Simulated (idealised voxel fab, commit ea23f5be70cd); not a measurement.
Documented hereafter: the process module known as voxel quadruple lines.
Cross-sectional view cut (width: 195 nm; square cell size: 5 nm).
Reading order for cross-sections: top band down to bottom band. Underlying form: a grid of square cells. Band size: one or more rows of cells.
Heights first: top, then bottom, in nm. Then materials, left to right, each with a width in nm. "edge to edge" on a single material: fills the band edge to edge. "blank": empty space.
Convention: height 0 is the level below which the wafer, as received, is all one material. The lowest band does not terminate at the bottom but continues downward, represented as "0..down".
The two numbers in a width such as "30->40" mark its ends across the band: the first belongs to the top row of cells, the second to the bottom row, and from each row to the next the width moves by the same amount.
What does "nothing different" mean for a step? It means no cell of the cross-section changed in that step.
Empty spaces without an open route to the top, at least 8 cells in extent, make up the entry "Closed void listing"; each is given as width x height at distance, where the distance is measured from the left edge, and all are in nm.
On each step's line, the part that comes after the settings is the simulator's own comment on the step.
overlay nm: mask offset rightward from planned place, masked step; negative means leftward offset.
Below is the list of planned process steps
step 1: RECEIVE with material Si
step 2: CONFORMAL_DEP with material Al2O3, thk nm 5
step 3: DIRECTIONAL_DEP with material W, thk nm 10
step 4: DIRECTIONAL_DEP with material polySi, thk nm 15
step 5: DIRECTIONAL_DEP with material aC, thk nm 25
step 6: PATTERN with tone cover, mask id MANDREL, material resist, width nm 25, thk nm 35, overlay nm 0
step 7: DIRECTIONAL_ETCH with etch materials aC, depth nm 25
step 8: STRIP with etch materials resist
step 9: CONFORMAL_DEP with material SiO2, thk nm 15
step 10: DIRECTIONAL_ETCH with etch materials SiO2, depth nm 15
step 11: STRIP with etch materials aC
step 12: DIRECTIONAL_ETCH with etch materials polySi, depth nm 15
step 13: STRIP with etch materials SiO2
step 14: CONFORMAL_DEP with material SiCN, thk nm 5
step 15: DIRECTIONAL_ETCH with etch materials SiCN, depth nm 5
step 16: STRIP with etch materials polySi
step 17: DIRECTIONAL_ETCH with etch materials W, depth nm 10
step 18: STRIP with etch materials SiCN
step 19: FILL_DEP with material SiO2, thk nm 5
step 20: CMP with height nm 15
Cross-section: wafer on arrival = after step 1
* 0..down | Si edge to edge
* Closed void listing: none
First of two wafers, end-of-module section, run followed plan
* 15..5 | SiO2 (65), then W (5), then SiO2 (15), then W (5), then SiO2 (15), then W (5), then SiO2 (15), then W (5), then SiO2 (65)
* 5..0 | Al2O3 edge to edge
* 0..down | Si edge to edge
* Closed void listing: none
Wafer two cross-section, module end. Start and plan unchanged from wafer one; one mistake made during the run
* 15..5 | SiO2 (70), then W (5), then SiO2 (15), then W (5), then SiO2 (15), then W (5), then SiO2 (15), then W (5), then SiO2 (60)
* 5..0 | Al2O3 edge to edge
* 0..down | Si edge to edge
* Closed void listing: none
What broke from the plan during processing? so step 6 ended up running with a different setting than we planned, it ran as PATTERN with tone cover, mask id MANDREL, material resist, width nm 25, thk nm 35, overlay nm 5
Final state: per-material cell counts identical on both wafers; locations differ.
